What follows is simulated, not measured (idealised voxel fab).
The document below concerns the process module designated voxel self aligned vias.
Pictured: cross-section cut, 225 nm wide, on a grid of 5 nm square cells.
Cross-section = grid of square cells, listed top down in bands; band = one or more rows. Look at the band entry: it leads with the top's height and the bottom's height in nm. Then it lists the materials left to right, with a width in nm for each. The word "everywhere" on a single material says that material fills the band edge to edge. The word "empty" is empty space. Height datum 0, below which the as-received substrate wafer is one material. Lowest band open at the bottom, running downward: "0 and below". Per-row width for "30 to 40": begins at first number (top row of band), ends at second number (bottom row), increment between rows held constant. It should be understood that the words "nothing altered", when stated for a given step, signify that the cross-section underwent no change in any of its cells during that step. Empty spaces counting at least 8 cells and having no open way to the top are listed in "Cavities, closed". The notation width x height at distance is used for each, the distance being from the left edge and all three values in nm. Whatever follows a step's settings on its line is a remark the simulator itself makes about that step. On any step carrying a mask, the "overlay nm" setting, if present on the step's line, tells how far right of its planned place the mask lay; negative values point to the left. So the way this works: pairs, before and after one process step. The after picture only goes down to the lowest band that actually changed, nothing below. Step and its settings are under each pair. And watch out, pairs might come from different runs of this module, same starting wafer though, so a pair only follows on from the one above if its "Status quo ante" entry tells you so.
Status quo ante
  0 and below: Si everywhere
  Cavities, closed: none
Cut View, Post-Step
  15 down to 0: SiO2 everywhere
  For the remainder of the cross-section, below 0, there is no change.
  Cavities, closed: none
So what happens between those two cross-sections up there? CONFORMAL_DEP, material SiO2, thk nm 15
Status quo ante: see preceding pair, after cross-section.
Cut View, Post-Step
  20 down to 15: SiCN everywhere
  For the remainder of the cross-section, below 15, there is no change.
  Cavities, closed: none
So what happens between those two cross-sections up there? CONFORMAL_DEP, material SiCN, thk nm 5
Status quo ante: see preceding pair, after cross-section.
Cut View, Post-Step
  40 down to 20: SiO2 everywhere
  For the remainder of the cross-section, below 20, there is no change.
  Cavities, closed: none
So what happens between those two cross-sections up there? DIRECTIONAL_DEP, material SiO2, thk nm 20
Status quo ante: see preceding pair, after cross-section.
Cut View, Post-Step
  40 down to 20: SiO2: 60, then empty: 25, then SiO2: 50, then empty: 25, then SiO2: 65
  For the remainder of the cross-section, below 20, there is no change.
  Cavities, closed: none
So what happens between those two cross-sections up there? MASKED_ETCH, tone open, mask id LINES, width nm 25, pitch nm 75, etch materials SiO2, depth nm 20, overlay nm 0
Status quo ante: see preceding pair, after cross-section.
Cut View, Post-Step
  45 down to 40: TiN: 65, then empty: 15, then TiN: 60, then empty: 15, then TiN: 70
  40 down to 25: SiO2: 60, then TiN: 5, then empty: 15, then TiN: 5, then SiO2: 50, then TiN: 5, then empty: 15, then TiN: 5, then SiO2: 65
  25 down to 20: SiO2: 60, then TiN: 25, then SiO2: 50, then TiN: 25, then SiO2: 65
  For the remainder of the cross-section, below 20, there is no change.
  Cavities, closed: none
So what happens between those two cross-sections up there? CONFORMAL_DEP, material TiN, thk nm 5
Status quo ante: see preceding pair, after cross-section.
Cut View, Post-Step
  55 down to 45: W everywhere
  45 down to 40: TiN: 65, then W: 15, then TiN: 60, then W: 15, then TiN: 70
  40 down to 25: SiO2: 60, then TiN: 5, then W: 15, then TiN: 5, then SiO2: 50, then TiN: 5, then W: 15, then TiN: 5, then SiO2: 65
  For the remainder of the cross-section, below 25, there is no change.
  Cavities, closed: none
So what happens between those two cross-sections up there? FILL_DEP, material W, thk nm 10
Status quo ante: see preceding pair, after cross-section.
Cut View, Post-Step
  40 down to 25: SiO2: 60, then TiN: 5, then W: 15, then TiN: 5, then SiO2: 50, then TiN: 5, then W: 15, then TiN: 5, then SiO2: 65
  For the remainder of the cross-section, below 25, there is no change.
  Cavities, closed: none
So what happens between those two cross-sections up there? CMP, height nm 40
Status quo ante: see preceding pair, after cross-section.
Cut View, Post-Step
  40 down to 35: SiO2: 60, then empty: 25, then SiO2: 50, then empty: 25, then SiO2: 65
  For the remainder of the cross-section, below 35, there is no change.
  Cavities, closed: none
So what happens between those two cross-sections up there? SELECTIVE_ETCH, etch materials W Ru TiN, depth nm 5
Status quo ante: see preceding pair, after cross-section.
Cut View, Post-Step
  50 down to 40: SiN everywhere
  40 down to 35: SiO2: 60, then SiN: 25, then SiO2: 50, then SiN: 25, then SiO2: 65
  For the remainder of the cross-section, below 35, there is no change.
  Cavities, closed: none
So what happens between those two cross-sections up there? FILL_DEP, material SiN, thk nm 10
Status quo ante: see preceding pair, after cross-section.
Cut View, Post-Step
  40 down to 35: SiO2: 60, then SiN: 25, then SiO2: 50, then SiN: 25, then SiO2: 65
  For the remainder of the cross-section, below 35, there is no change.
  Cavities, closed: none
So what happens between those two cross-sections up there? CMP, height nm 40
Status quo ante: see preceding pair, after cross-section.
Cut View, Post-Step
  55 down to 40: SiO2 everywhere
  For the remainder of the cross-section, below 40, there is no change.
  Cavities, closed: none
So what happens between those two cross-sections up there? DIRECTIONAL_DEP, material SiO2, thk nm 15
Status quo ante: see preceding pair, after cross-section.
Cut View, Post-Step
  65 down to 55: aC everywhere
  For the remainder of the cross-section, below 55, there is no change.
  Cavities, closed: none
So what happens between those two cross-sections up there? DIRECTIONAL_DEP, material aC, thk nm 10
Status quo ante: see preceding pair, after cross-section.
Cut View, Post-Step
  95 down to 65: resist: 50, then empty: 45, then resist: 30, then empty: 45, then resist: 55
  For the remainder of the cross-section, below 65, there is no change.
  Cavities, closed: none
So what happens between those two cross-sections up there? PATTERN, tone open, mask id VIAS, material resist, width nm 45, pitch nm 75, thk nm 30, overlay nm 0
Status quo ante: see preceding pair, after cross-section.
Cut View, Post-Step
  85 down to 65: resist: 50, then empty: 45, then resist: 30, then empty: 45, then resist: 55
  65 down to 55: aC: 50, then empty: 45, then aC: 30, then empty: 45, then aC: 55
  For the remainder of the cross-section, below 55, there is no change.
  Cavities, closed: none
So what happens between those two cross-sections up there? DIRECTIONAL_ETCH, etch materials aC, depth nm 10
Status quo ante: see preceding pair, after cross-section.
Cut View, Post-Step
  65 down to 55: aC: 50, then empty: 45, then aC: 30, then empty: 45, then aC: 55
  For the remainder of the cross-section, below 55, there is no change.
  Cavities, closed: none
So what happens between those two cross-sections up there? STRIP, etch materials resist
Status quo ante: see preceding pair, after cross-section.
Cut View, Post-Step
  65 down to 55: aC: 50, then empty: 45, then aC: 30, then empty: 45, then aC: 55
  55 down to 40: SiO2: 50, then empty: 45, then SiO2: 30, then empty: 45, then SiO2: 55
  For the remainder of the cross-section, below 40, there is no change.
  Cavities, closed: none
So what happens between those two cross-sections up there? DIRECTIONAL_ETCH, etch materials SiO2, depth nm 15
Status quo ante: see preceding pair, after cross-section.
Cut View, Post-Step
  65 down to 55: aC: 50, then empty: 45, then aC: 30, then empty: 45, then aC: 55
  55 down to 40: SiO2: 50, then empty: 45, then SiO2: 30, then empty: 45, then SiO2: 55
  40 down to 35: SiO2: 60, then empty: 25, then SiO2: 50, then empty: 25, then SiO2: 65
  For the remainder of the cross-section, below 35, there is no change.
  Cavities, closed: none
So what happens between those two cross-sections up there? DIRECTIONAL_ETCH, etch materials SiN, depth nm 5
Status quo ante: see preceding pair, after cross-section.
Cut View, Post-Step
  55 down to 40: SiO2: 50, then empty: 45, then SiO2: 30, then empty: 45, then SiO2: 55
  For the remainder of the cross-section, below 40, there is no change.
  Cavities, closed: none
So what happens between those two cross-sections up there? STRIP, etch materials aC
Status quo ante: see preceding pair, after cross-section.
Cut View, Post-Step
  60 down to 55: TiN: 55, then empty: 35, then TiN: 40, then empty: 35, then TiN: 60
  55 down to 45: SiO2: 50, then TiN: 5, then empty: 35, then TiN: 5, then SiO2: 30, then TiN: 5, then empty: 35, then TiN: 5, then SiO2: 55
  45 down to 40: SiO2: 50, then TiN: 15, then empty: 15, then TiN: 15, then SiO2: 30, then TiN: 15, then empty: 15, then TiN: 15, then SiO2: 55
  40 down to 35: SiO2: 60, then TiN: 25, then SiO2: 50, then TiN: 25, then SiO2: 65
  For the remainder of the cross-section, below 35, there is no change.
  Cavities, closed: none
So what happens between those two cross-sections up there? CONFORMAL_DEP, material TiN, thk nm 5
Status quo ante: see preceding pair, after cross-section.
Cut View, Post-Step
  70 down to 60: Cu everywhere
  60 down to 55: TiN: 55, then Cu: 35, then TiN: 40, then Cu: 35, then TiN: 60
  55 down to 45: SiO2: 50, then TiN: 5, then Cu: 35, then TiN: 5, then SiO2: 30, then TiN: 5, then Cu: 35, then TiN: 5, then SiO2: 55
  45 down to 40: SiO2: 50, then TiN: 15, then Cu: 15, then TiN: 15, then SiO2: 30, then TiN: 15, then Cu: 15, then TiN: 15, then SiO2: 55
  For the remainder of the cross-section, below 40, there is no change.
  Cavities, closed: none
So what happens between those two cross-sections up there? FILL_DEP, material Cu, thk nm 10
Status quo ante: see preceding pair, after cross-section.
Cut View, Post-Step
  55 down to 45: SiO2: 50, then TiN: 5, then Cu: 35, then TiN: 5, then SiO2: 30, then TiN: 5, then Cu: 35, then TiN: 5, then SiO2: 55
  For the remainder of the cross-section, below 45, there is no change.
  Cavities, closed: none
So what happens between those two cross-sections up there? CMP, height nm 55
Status quo ante: see preceding pair, after cross-section.
Cut View, Post-Step
  60 down to 55: SiN everywhere
  For the remainder of the cross-section, below 55, there is no change.
  Cavities, closed: none
So what happens between those two cross-sections up there? CONFORMAL_DEP, material SiN, thk nm 5
Status quo ante
  0 and below: Si everywhere
  Cavities, closed: none
Cut View, Post-Step
  5 down to 0: SiCN everywhere
  For the remainder of the cross-section, below 0, there is no change.
  Cavities, closed: none
So what happens between those two cross-sections up there? CONFORMAL_DEP, material SiCN, thk nm 5
Status quo ante: see preceding pair, after cross-section.
Cut View, Post-Step
  25 down to 5: SiO2 everywhere
  For the remainder of the cross-section, below 5, there is no change.
  Cavities, closed: none
So what happens between those two cross-sections up there? DIRECTIONAL_DEP, material SiO2, thk nm 20
Status quo ante: see preceding pair, after cross-section.
Cut View, Post-Step
  25 down to 5: SiO2: 60, then empty: 25, then SiO2: 50, then empty: 25, then SiO2: 65
  For the remainder of the cross-section, below 5, there is no change.
  Cavities, closed: none
So what happens between those two cross-sections up there? MASKED_ETCH, tone open, mask id LINES, width nm 25, pitch nm 75, etch materials SiO2, depth nm 20, overlay nm 0
Status quo ante: see preceding pair, after cross-section.
Cut View, Post-Step
  30 down to 25: TiN: 65, then empty: 15, then TiN: 60, then empty: 15, then TiN: 70
  25 down to 10: SiO2: 60, then TiN: 5, then empty: 15, then TiN: 5, then SiO2: 50, then TiN: 5, then empty: 15, then TiN: 5, then SiO2: 65
  10 down to 5: SiO2: 60, then TiN: 25, then SiO2: 50, then TiN: 25, then SiO2: 65
  For the remainder of the cross-section, below 5, there is no change.
  Cavities, closed: none
So what happens between those two cross-sections up there? CONFORMAL_DEP, material TiN, thk nm 5
Status quo ante: see preceding pair, after cross-section.
Cut View, Post-Step
  40 down to 30: W everywhere
  30 down to 25: TiN: 65, then W: 15, then TiN: 60, then W: 15, then TiN: 70
  25 down to 10: SiO2: 60, then TiN: 5, then W: 15, then TiN: 5, then SiO2: 50, then TiN: 5, then W: 15, then TiN: 5, then SiO2: 65
  For the remainder of the cross-section, below 10, there is no change.
  Cavities, closed: none
So what happens between those two cross-sections up there? FILL_DEP, material W, thk nm 10
Status quo ante: see preceding pair, after cross-section.
Cut View, Post-Step
  35 down to 30: W everywhere
  For the remainder of the cross-section, below 30, there is no change.
  Cavities, closed: none
So what happens between those two cross-sections up there? SELECTIVE_ETCH, etch materials W Ru TiN, depth nm 5
Status quo ante: see preceding pair, after cross-section.
Cut View, Post-Step
  45 down to 35: SiN everywhere
  For the remainder of the cross-section, below 35, there is no change.
  Cavities, closed: none
So what happens between those two cross-sections up there? FILL_DEP, material SiN, thk nm 10
Status quo ante: see preceding pair, after cross-section.
Cut View, Post-Step
  40 down to 35: SiN everywhere
  For the remainder of the cross-section, below 35, there is no change.
  Cavities, closed: none
So what happens between those two cross-sections up there? CMP, height nm 40
Status quo ante: see preceding pair, after cross-section.
Cut View, Post-Step
  55 down to 40: SiO2 everywhere
  For the remainder of the cross-section, below 40, there is no change.
  Cavities, closed: none
So what happens between those two cross-sections up there? DIRECTIONAL_DEP, material SiO2, thk nm 15
Status quo ante: see preceding pair, after cross-section.
Cut View, Post-Step
  65 down to 55: aC everywhere
  For the remainder of the cross-section, below 55, there is no change.
  Cavities, closed: none
So what happens between those two cross-sections up there? DIRECTIONAL_DEP, material aC, thk nm 10
Status quo ante: see preceding pair, after cross-section.
Cut View, Post-Step
  95 down to 65: resist: 50, then empty: 45, then resist: 30, then empty: 45, then resist: 55
  For the remainder of the cross-section, below 65, there is no change.
  Cavities, closed: none
So what happens between those two cross-sections up there? PATTERN, tone open, mask id VIAS, material resist, width nm 45, pitch nm 75, thk nm 30, overlay nm 0
Status quo ante: see preceding pair, after cross-section.
Cut View, Post-Step
  85 down to 65: resist: 50, then empty: 45, then resist: 30, then empty: 45, then resist: 55
  65 down to 55: aC: 50, then empty: 45, then aC: 30, then empty: 45, then aC: 55
  For the remainder of the cross-section, below 55, there is no change.
  Cavities, closed: none
So what happens between those two cross-sections up there? DIRECTIONAL_ETCH, etch materials aC, depth nm 10
Status quo ante: see preceding pair, after cross-section.
Cut View, Post-Step
  65 down to 55: aC: 50, then empty: 45, then aC: 30, then empty: 45, then aC: 55
  For the remainder of the cross-section, below 55, there is no change.
  Cavities, closed: none
So what happens between those two cross-sections up there? STRIP, etch materials resist
Status quo ante: see preceding pair, after cross-section.
Cut View, Post-Step
  65 down to 55: aC: 50, then empty: 45, then aC: 30, then empty: 45, then aC: 55
  55 down to 40: SiO2: 50, then empty: 45, then SiO2: 30, then empty: 45, then SiO2: 55
  For the remainder of the cross-section, below 40, there is no change.
  Cavities, closed: none
So what happens between those two cross-sections up there? DIRECTIONAL_ETCH, etch materials SiO2, depth nm 15
Status quo ante: see preceding pair, after cross-section.
Cut View, Post-Step
  65 down to 55: aC: 50, then empty: 45, then aC: 30, then empty: 45, then aC: 55
  55 down to 40: SiO2: 50, then empty: 45, then SiO2: 30, then empty: 45, then SiO2: 55
  40 down to 35: SiN: 50, then empty: 45, then SiN: 30, then empty: 45, then SiN: 55
  For the remainder of the cross-section, below 35, there is no change.
  Cavities, closed: none
So what happens between those two cross-sections up there? DIRECTIONAL_ETCH, etch materials SiN, depth nm 5
Status quo ante: see preceding pair, after cross-section.
Cut View, Post-Step
  55 down to 40: SiO2: 50, then empty: 45, then SiO2: 30, then empty: 45, then SiO2: 55
  For the remainder of the cross-section, below 40, there is no change.
  Cavities, closed: none
So what happens between those two cross-sections up there? STRIP, etch materials aC
Status quo ante: see preceding pair, after cross-section.
Cut View, Post-Step
  60 down to 55: TiN: 55, then empty: 35, then TiN: 40, then empty: 35, then TiN: 60
  55 down to 40: SiO2: 50, then TiN: 5, then empty: 35, then TiN: 5, then SiO2: 30, then TiN: 5, then empty: 35, then TiN: 5, then SiO2: 55
  40 down to 35: SiN: 50, then TiN: 45, then SiN: 30, then TiN: 45, then SiN: 55
  For the remainder of the cross-section, below 35, there is no change.
  Cavities, closed: none
So what happens between those two cross-sections up there? CONFORMAL_DEP, material TiN, thk nm 5
Status quo ante: see preceding pair, after cross-section.
Cut View, Post-Step
  70 down to 60: Cu everywhere
  60 down to 55: TiN: 55, then Cu: 35, then TiN: 40, then Cu: 35, then TiN: 60
  55 down to 40: SiO2: 50, then TiN: 5, then Cu: 35, then TiN: 5, then SiO2: 30, then TiN: 5, then Cu: 35, then TiN: 5, then SiO2: 55
  For the remainder of the cross-section, below 40, there is no change.
  Cavities, closed: none
So what happens between those two cross-sections up there? FILL_DEP, material Cu, thk nm 10
Status quo ante: see preceding pair, after cross-section.
Cut View, Post-Step
  55 down to 40: SiO2: 50, then TiN: 5, then Cu: 35, then TiN: 5, then SiO2: 30, then TiN: 5, then Cu: 35, then TiN: 5, then SiO2: 55
  For the remainder of the cross-section, below 40, there is no change.
  Cavities, closed: none
So what happens between those two cross-sections up there? CMP, height nm 55
Status quo ante: see preceding pair, after cross-section.
Cut View, Post-Step
  60 down to 55: SiN everywhere
  For the remainder of the cross-section, below 55, there is no change.
  Cavities, closed: none
So what happens between those two cross-sections up there? CONFORMAL_DEP, material SiN, thk nm 5
Status quo ante
  15 down to 0: SiO2 everywhere
  0 and below: Si everywhere
  Cavities, closed: none
Cut View, Post-Step
  30 down to 0: SiO2 everywhere
  For the remainder of the cross-section, below 0, there is no change.
  Cavities, closed: none
So what happens between those two cross-sections up there? CONFORMAL_DEP, material SiO2, thk nm 15
Status quo ante: see preceding pair, after cross-section.
Cut View, Post-Step
  35 down to 30: SiCN everywhere
  For the remainder of the cross-section, below 30, there is no change.
  Cavities, closed: none
So what happens between those two cross-sections up there? CONFORMAL_DEP, material SiCN, thk nm 5
Status quo ante: see preceding pair, after cross-section.
Cut View, Post-Step
  55 down to 35: SiO2 everywhere
  For the remainder of the cross-section, below 35, there is no change.
  Cavities, closed: none
So what happens between those two cross-sections up there? DIRECTIONAL_DEP, material SiO2, thk nm 20
Status quo ante: see preceding pair, after cross-section.
Cut View, Post-Step
  55 down to 35: SiO2: 60, then empty: 25, then SiO2: 50, then empty: 25, then SiO2: 65
  For the remainder of the cross-section, below 35, there is no change.
  Cavities, closed: none
So what happens between those two cross-sections up there? MASKED_ETCH, tone open, mask id LINES, width nm 25, pitch nm 75, etch materials SiO2, depth nm 20, overlay nm 0
Status quo ante: see preceding pair, after cross-section.
Cut View, Post-Step
  60 down to 55: TiN: 65, then empty: 15, then TiN: 60, then empty: 15, then TiN: 70
  55 down to 40: SiO2: 60, then TiN: 5, then empty: 15, then TiN: 5, then SiO2: 50, then TiN: 5, then empty: 15, then TiN: 5, then SiO2: 65
  40 down to 35: SiO2: 60, then TiN: 25, then SiO2: 50, then TiN: 25, then SiO2: 65
  For the remainder of the cross-section, below 35, there is no change.
  Cavities, closed: none
So what happens between those two cross-sections up there? CONFORMAL_DEP, material TiN, thk nm 5
Status quo ante: see preceding pair, after cross-section.
Cut View, Post-Step
  70 down to 60: W everywhere
  60 down to 55: TiN: 65, then W: 15, then TiN: 60, then W: 15, then TiN: 70
  55 down to 40: SiO2: 60, then TiN: 5, then W: 15, then TiN: 5, then SiO2: 50, then TiN: 5, then W: 15, then TiN: 5, then SiO2: 65
  For the remainder of the cross-section, below 40, there is no change.
  Cavities, closed: none
So what happens between those two cross-sections up there? FILL_DEP, material W, thk nm 10
Status quo ante: see preceding pair, after cross-section.
Cut View, Post-Step
  40 down to 35: SiO2: 60, then TiN: 25, then SiO2: 50, then TiN: 25, then SiO2: 65
  For the remainder of the cross-section, below 35, there is no change.
  Cavities, closed: none
So what happens between those two cross-sections up there? CMP, height nm 40
Status quo ante: see preceding pair, after cross-section.
Cut View, Post-Step
  40 down to 35: SiO2: 60, then empty: 25, then SiO2: 50, then empty: 25, then SiO2: 65
  For the remainder of the cross-section, below 35, there is no change.
  Cavities, closed: none
So what happens between those two cross-sections up there? SELECTIVE_ETCH, etch materials W Ru TiN, depth nm 5
Status quo ante: see preceding pair, after cross-section.
Cut View, Post-Step
  50 down to 40: SiN everywhere
  40 down to 35: SiO2: 60, then SiN: 25, then SiO2: 50, then SiN: 25, then SiO2: 65
  For the remainder of the cross-section, below 35, there is no change.
  Cavities, closed: none
So what happens between those two cross-sections up there? FILL_DEP, material SiN, thk nm 10
Status quo ante: see preceding pair, after cross-section.
Cut View, Post-Step
  40 down to 35: SiO2: 60, then SiN: 25, then SiO2: 50, then SiN: 25, then SiO2: 65
  For the remainder of the cross-section, below 35, there is no change.
  Cavities, closed: none
So what happens between those two cross-sections up there? CMP, height nm 40
Status quo ante: see preceding pair, after cross-section.
Cut View, Post-Step
  55 down to 40: SiO2 everywhere
  For the remainder of the cross-section, below 40, there is no change.
  Cavities, closed: none
So what happens between those two cross-sections up there? DIRECTIONAL_DEP, material SiO2, thk nm 15
Status quo ante: see preceding pair, after cross-section.
Cut View, Post-Step
  65 down to 55: aC everywhere
  For the remainder of the cross-section, below 55, there is no change.
  Cavities, closed: none
So what happens between those two cross-sections up there? DIRECTIONAL_DEP, material aC, thk nm 10
Status quo ante: see preceding pair, after cross-section.
Cut View, Post-Step
  95 down to 65: resist: 50, then empty: 45, then resist: 30, then empty: 45, then resist: 55
  For the remainder of the cross-section, below 65, there is no change.
  Cavities, closed: none
So what happens between those two cross-sections up there? PATTERN, tone open, mask id VIAS, material resist, width nm 45, pitch nm 75, thk nm 30, overlay nm 0
Status quo ante: see preceding pair, after cross-section.
Cut View, Post-Step
  85 down to 65: resist: 50, then empty: 45, then resist: 30, then empty: 45, then resist: 55
  65 down to 55: aC: 50, then empty: 45, then aC: 30, then empty: 45, then aC: 55
  For the remainder of the cross-section, below 55, there is no change.
  Cavities, closed: none
So what happens between those two cross-sections up there? DIRECTIONAL_ETCH, etch materials aC, depth nm 10
Status quo ante: see preceding pair, after cross-section.
Cut View, Post-Step
  65 down to 55: aC: 50, then empty: 45, then aC: 30, then empty: 45, then aC: 55
  For the remainder of the cross-section, below 55, there is no change.
  Cavities, closed: none
So what happens between those two cross-sections up there? STRIP, etch materials resist
Status quo ante: see preceding pair, after cross-section.
Cut View, Post-Step
  65 down to 55: aC: 50, then empty: 45, then aC: 30, then empty: 45, then aC: 55
  55 down to 40: SiO2: 50, then empty: 45, then SiO2: 30, then empty: 45, then SiO2: 55
  For the remainder of the cross-section, below 40, there is no change.
  Cavities, closed: none
So what happens between those two cross-sections up there? DIRECTIONAL_ETCH, etch materials SiO2, depth nm 15
Status quo ante: see preceding pair, after cross-section.
Cut View, Post-Step
  65 down to 55: aC: 50, then empty: 45, then aC: 30, then empty: 45, then aC: 55
  55 down to 40: SiO2: 50, then empty: 45, then SiO2: 30, then empty: 45, then SiO2: 55
  40 down to 35: SiO2: 60, then empty: 25, then SiO2: 50, then empty: 25, then SiO2: 65
  For the remainder of the cross-section, below 35, there is no change.
  Cavities, closed: none
So what happens between those two cross-sections up there? DIRECTIONAL_ETCH, etch materials SiN, depth nm 5
Status quo ante: see preceding pair, after cross-section.
Cut View, Post-Step
  55 down to 40: SiO2: 50, then empty: 45, then SiO2: 30, then empty: 45, then SiO2: 55
  For the remainder of the cross-section, below 40, there is no change.
  Cavities, closed: none
So what happens between those two cross-sections up there? STRIP, etch materials aC
Status quo ante: see preceding pair, after cross-section.
Cut View, Post-Step
  60 down to 55: TiN: 55, then empty: 35, then TiN: 40, then empty: 35, then TiN: 60
  55 down to 45: SiO2: 50, then TiN: 5, then empty: 35, then TiN: 5, then SiO2: 30, then TiN: 5, then empty: 35, then TiN: 5, then SiO2: 55
  45 down to 40: SiO2: 50, then TiN: 15, then empty: 15, then TiN: 15, then SiO2: 30, then TiN: 15, then empty: 15, then TiN: 15, then SiO2: 55
  40 down to 35: SiO2: 60, then TiN: 25, then SiO2: 50, then TiN: 25, then SiO2: 65
  For the remainder of the cross-section, below 35, there is no change.
  Cavities, closed: none
So what happens between those two cross-sections up there? CONFORMAL_DEP, material TiN, thk nm 5
Status quo ante: see preceding pair, after cross-section.
Cut View, Post-Step
  70 down to 60: Cu everywhere
  60 down to 55: TiN: 55, then Cu: 35, then TiN: 40, then Cu: 35, then TiN: 60
  55 down to 45: SiO2: 50, then TiN: 5, then Cu: 35, then TiN: 5, then SiO2: 30, then TiN: 5, then Cu: 35, then TiN: 5, then SiO2: 55
  45 down to 40: SiO2: 50, then TiN: 15, then Cu: 15, then TiN: 15, then SiO2: 30, then TiN: 15, then Cu: 15, then TiN: 15, then SiO2: 55
  For the remainder of the cross-section, below 40, there is no change.
  Cavities, closed: none
So what happens between those two cross-sections up there? FILL_DEP, material Cu, thk nm 10
Status quo ante: see preceding pair, after cross-section.
Cut View, Post-Step
  55 down to 45: SiO2: 50, then TiN: 5, then Cu: 35, then TiN: 5, then SiO2: 30, then TiN: 5, then Cu: 35, then TiN: 5, then SiO2: 55
  For the remainder of the cross-section, below 45, there is no change.
  Cavities, closed: none
So what happens between those two cross-sections up there? CMP, height nm 55
Status quo ante: see preceding pair, after cross-section.
Cut View, Post-Step
  60 down to 55: SiN everywhere
  For the remainder of the cross-section, below 55, there is no change.
  Cavities, closed: none
So what happens between those two cross-sections up there? CONFORMAL_DEP, material SiN, thk nm 5
Status quo ante
  5 down to 0: SiCN everywhere
  0 and below: Si everywhere
  Cavities, closed: none
Cut View, Post-Step
  20 down to 5: SiO2 everywhere
  For the remainder of the cross-section, below 5, there is no change.
  Cavities, closed: none
So what happens between those two cross-sections up there? CONFORMAL_DEP, material SiO2, thk nm 15
Status quo ante: see preceding pair, after cross-section.
Cut View, Post-Step
  40 down to 5: SiO2 everywhere
  For the remainder of the cross-section, below 5, there is no change.
  Cavities, closed: none
So what happens between those two cross-sections up there? DIRECTIONAL_DEP, material SiO2, thk nm 20
Status quo ante: see preceding pair, after cross-section.
Cut View, Post-Step
  40 down to 20: SiO2: 60, then empty: 25, then SiO2: 50, then empty: 25, then SiO2: 65
  For the remainder of the cross-section, below 20, there is no change.
  Cavities, closed: none
So what happens between those two cross-sections up there? MASKED_ETCH, tone open, mask id LINES, width nm 25, pitch nm 75, etch materials SiO2, depth nm 20, overlay nm 0
Status quo ante: see preceding pair, after cross-section.
Cut View, Post-Step
  45 down to 40: TiN: 65, then empty: 15, then TiN: 60, then empty: 15, then TiN: 70
  40 down to 25: SiO2: 60, then TiN: 5, then empty: 15, then TiN: 5, then SiO2: 50, then TiN: 5, then empty: 15, then TiN: 5, then SiO2: 65
  25 down to 20: SiO2: 60, then TiN: 25, then SiO2: 50, then TiN: 25, then SiO2: 65
  For the remainder of the cross-section, below 20, there is no change.
  Cavities, closed: none
So what happens between those two cross-sections up there? CONFORMAL_DEP, material TiN, thk nm 5
Status quo ante: see preceding pair, after cross-section.
Cut View, Post-Step
  55 down to 45: W everywhere
  45 down to 40: TiN: 65, then W: 15, then TiN: 60, then W: 15, then TiN: 70
  40 down to 25: SiO2: 60, then TiN: 5, then W: 15, then TiN: 5, then SiO2: 50, then TiN: 5, then W: 15, then TiN: 5, then SiO2: 65
  For the remainder of the cross-section, below 25, there is no change.
  Cavities, closed: none
So what happens between those two cross-sections up there? FILL_DEP, material W, thk nm 10
Status quo ante: see preceding pair, after cross-section.
Cut View, Post-Step
  40 down to 25: SiO2: 60, then TiN: 5, then W: 15, then TiN: 5, then SiO2: 50, then TiN: 5, then W: 15, then TiN: 5, then SiO2: 65
  For the remainder of the cross-section, below 25, there is no change.
  Cavities, closed: none
So what happens between those two cross-sections up there? CMP, height nm 40
Status quo ante: see preceding pair, after cross-section.
Cut View, Post-Step
  40 down to 35: SiO2: 60, then empty: 25, then SiO2: 50, then empty: 25, then SiO2: 65
  For the remainder of the cross-section, below 35, there is no change.
  Cavities, closed: none
So what happens between those two cross-sections up there? SELECTIVE_ETCH, etch materials W Ru TiN, depth nm 5
Status quo ante: see preceding pair, after cross-section.
Cut View, Post-Step
  50 down to 40: SiN everywhere
  40 down to 35: SiO2: 60, then SiN: 25, then SiO2: 50, then SiN: 25, then SiO2: 65
  For the remainder of the cross-section, below 35, there is no change.
  Cavities, closed: none
So what happens between those two cross-sections up there? FILL_DEP, material SiN, thk nm 10
Status quo ante: see preceding pair, after cross-section.
Cut View, Post-Step
  40 down to 35: SiO2: 60, then SiN: 25, then SiO2: 50, then SiN: 25, then SiO2: 65
  For the remainder of the cross-section, below 35, there is no change.
  Cavities, closed: none
So what happens between those two cross-sections up there? CMP, height nm 40
Status quo ante: see preceding pair, after cross-section.
Cut View, Post-Step
  55 down to 40: SiO2 everywhere
  For the remainder of the cross-section, below 40, there is no change.
  Cavities, closed: none
So what happens between those two cross-sections up there? DIRECTIONAL_DEP, material SiO2, thk nm 15
Status quo ante: see preceding pair, after cross-section.
Cut View, Post-Step
  65 down to 55: aC everywhere
  For the remainder of the cross-section, below 55, there is no change.
  Cavities, closed: none
So what happens between those two cross-sections up there? DIRECTIONAL_DEP, material aC, thk nm 10
Status quo ante: see preceding pair, after cross-section.
Cut View, Post-Step
  95 down to 65: resist: 50, then empty: 45, then resist: 30, then empty: 45, then resist: 55
  For the remainder of the cross-section, below 65, there is no change.
  Cavities, closed: none
So what happens between those two cross-sections up there? PATTERN, tone open, mask id VIAS, material resist, width nm 45, pitch nm 75, thk nm 30, overlay nm 0
Status quo ante: see preceding pair, after cross-section.
Cut View, Post-Step
  85 down to 65: resist: 50, then empty: 45, then resist: 30, then empty: 45, then resist: 55
  65 down to 55: aC: 50, then empty: 45, then aC: 30, then empty: 45, then aC: 55
  For the remainder of the cross-section, below 55, there is no change.
  Cavities, closed: none
So what happens between those two cross-sections up there? DIRECTIONAL_ETCH, etch materials aC, depth nm 10
Status quo ante: see preceding pair, after cross-section.
Cut View, Post-Step
  65 down to 55: aC: 50, then empty: 45, then aC: 30, then empty: 45, then aC: 55
  For the remainder of the cross-section, below 55, there is no change.
  Cavities, closed: none
So what happens between those two cross-sections up there? STRIP, etch materials resist
Status quo ante: see preceding pair, after cross-section.
Cut View, Post-Step
  65 down to 55: aC: 50, then empty: 45, then aC: 30, then empty: 45, then aC: 55
  55 down to 40: SiO2: 50, then empty: 45, then SiO2: 30, then empty: 45, then SiO2: 55
  For the remainder of the cross-section, below 40, there is no change.
  Cavities, closed: none
So what happens between those two cross-sections up there? DIRECTIONAL_ETCH, etch materials SiO2, depth nm 15
Status quo ante: see preceding pair, after cross-section.
Cut View, Post-Step
  65 down to 55: aC: 50, then empty: 45, then aC: 30, then empty: 45, then aC: 55
  55 down to 40: SiO2: 50, then empty: 45, then SiO2: 30, then empty: 45, then SiO2: 55
  40 down to 35: SiO2: 60, then empty: 25, then SiO2: 50, then empty: 25, then SiO2: 65
  For the remainder of the cross-section, below 35, there is no change.
  Cavities, closed: none
So what happens between those two cross-sections up there? DIRECTIONAL_ETCH, etch materials SiN, depth nm 5
Status quo ante: see preceding pair, after cross-section.
Cut View, Post-Step
  55 down to 40: SiO2: 50, then empty: 45, then SiO2: 30, then empty: 45, then SiO2: 55
  For the remainder of the cross-section, below 40, there is no change.
  Cavities, closed: none
So what happens between those two cross-sections up there? STRIP, etch materials aC
